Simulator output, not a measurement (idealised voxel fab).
The following is a process module called voxel trench capacitor.
Cross-section cut: width 225 nm, square cells of 5 nm.
Each cross-section below is a grid of square cells, stated as bands in top-down order, with one or more rows of cells making up each band.
Heads up on the band format: heights come first, top then bottom, in nm. After that it's the materials left to right, each with its width in nm. A single material flagged "edge to edge" fills the whole band edge to edge, and "empty" means there's empty space there.
Height datum 0, below which the as-received substrate wafer is one material. Lowest band open at the bottom, running downward: "0 nm and below".
The notation "30..40" denotes a width that varies across the rows of cells in the band, beginning at the first number in the top row, finishing at the second number in the bottom row, and changing by an identical amount from each row to the next.
Key: "no alterations made" - step with no changed cell in the cross-section.
"Enclosed voids" specifies each empty space that is not open to the top and that occupies no fewer than 8 cells, using the form width x height at distance, the distance measured from the left edge and all three quantities in nm.
What comes after the settings on a step's line is commentary from the simulator itself on that step.
"overlay nm" on a masked step: distance the mask lay right of its planned place, negative for left.

### Planned process steps
1) RECEIVE with material Si
2) CONFORMAL_DEP with material SiN, thk nm 5
3) MASKED_ETCH with tone open, mask id TRENCH, width nm 25, pitch nm 50, etch materials SiN, depth nm 5, overlay nm 0
4) MASKED_ETCH with tone open, mask id TRENCH, width nm 25, pitch nm 50, etch materials Si, depth nm 40, overlay nm 0
5) CONFORMAL_DEP with material HfO2, thk nm 5
6) CONFORMAL_DEP with material TiN, thk nm 5
7) FILL_DEP with material W, thk nm 5
8) CMP with height nm 5
Variable across wafers: step 5 thk nm (plan value is that of the first wafer; starting state common to all).

### First of several wafers (as received, post step 1), cross-sectional view
> 0 nm and below | Si edge to edge
> Enclosed voids: none

### The first of several wafers, seen in cross-section after the module's last step, step 8
> 5 nm to 0 nm | SiN (25), then HfO2 (5), then TiN (5), then W (5), then TiN (5), then HfO2 (5), then SiN (25), then HfO2 (5), then TiN (5), then W (5), then TiN (5), then HfO2 (5), then SiN (25), then HfO2 (5), then TiN (5), then W (5), then TiN (5), then HfO2 (5), then SiN (25), then HfO2 (5), then TiN (5), then W (5), then TiN (5), then HfO2 (5), then SiN (25)
> 0 nm to -30 nm | Si (25), then HfO2 (5), then TiN (5), then W (5), then TiN (5), then HfO2 (5), then Si (25), then HfO2 (5), then TiN (5), then W (5), then TiN (5), then HfO2 (5), then Si (25), then HfO2 (5), then TiN (5), then W (5), then TiN (5), then HfO2 (5), then Si (25), then HfO2 (5), then TiN (5), then W (5), then TiN (5), then HfO2 (5), then Si (25)
> -30 nm to -35 nm | Si (25), then HfO2 (5), then TiN (15), then HfO2 (5), then Si (25), then HfO2 (5), then TiN (15), then HfO2 (5), then Si (25), then HfO2 (5), then TiN (15), then HfO2 (5), then Si (25), then HfO2 (5), then TiN (15), then HfO2 (5), then Si (25)
> -35 nm to -40 nm | Si (25), then HfO2 (25), then Si (25), then HfO2 (25), then Si (25), then HfO2 (25), then Si (25), then HfO2 (25), then Si (25)
> -40 nm and below | Si edge to edge
> Enclosed voids: none

### Last-wafer cross-section at the end of the module
> 5 nm to 0 nm | SiN (25), then HfO2 (25), then SiN (25), then HfO2 (25), then SiN (25), then HfO2 (25), then SiN (25), then HfO2 (25), then SiN (25)
> 0 nm to -40 nm | Si (25), then HfO2 (25), then Si (25), then HfO2 (25), then Si (25), then HfO2 (25), then Si (25), then HfO2 (25), then Si (25)
> -40 nm and below | Si edge to edge
> Enclosed voids: none

### The following table contains a row per wafer, in which are reported, at the conclusion of the module, the cells of each material gained (+) or lost (-) since the wafer's receipt, with its closed voids given thereafter
thk nm 5, +84 HfO2, -160 Si, +25 SiN, +68 TiN, +28 W, Enclosed voids: none
thk nm 10, +152 HfO2, -160 Si, +25 SiN, +28 TiN, Enclosed voids: none
thk nm 15, +180 HfO2, -160 Si, +25 SiN, Enclosed voids: none
thk nm 20, +180 HfO2, -160 Si, +25 SiN, Enclosed voids: none
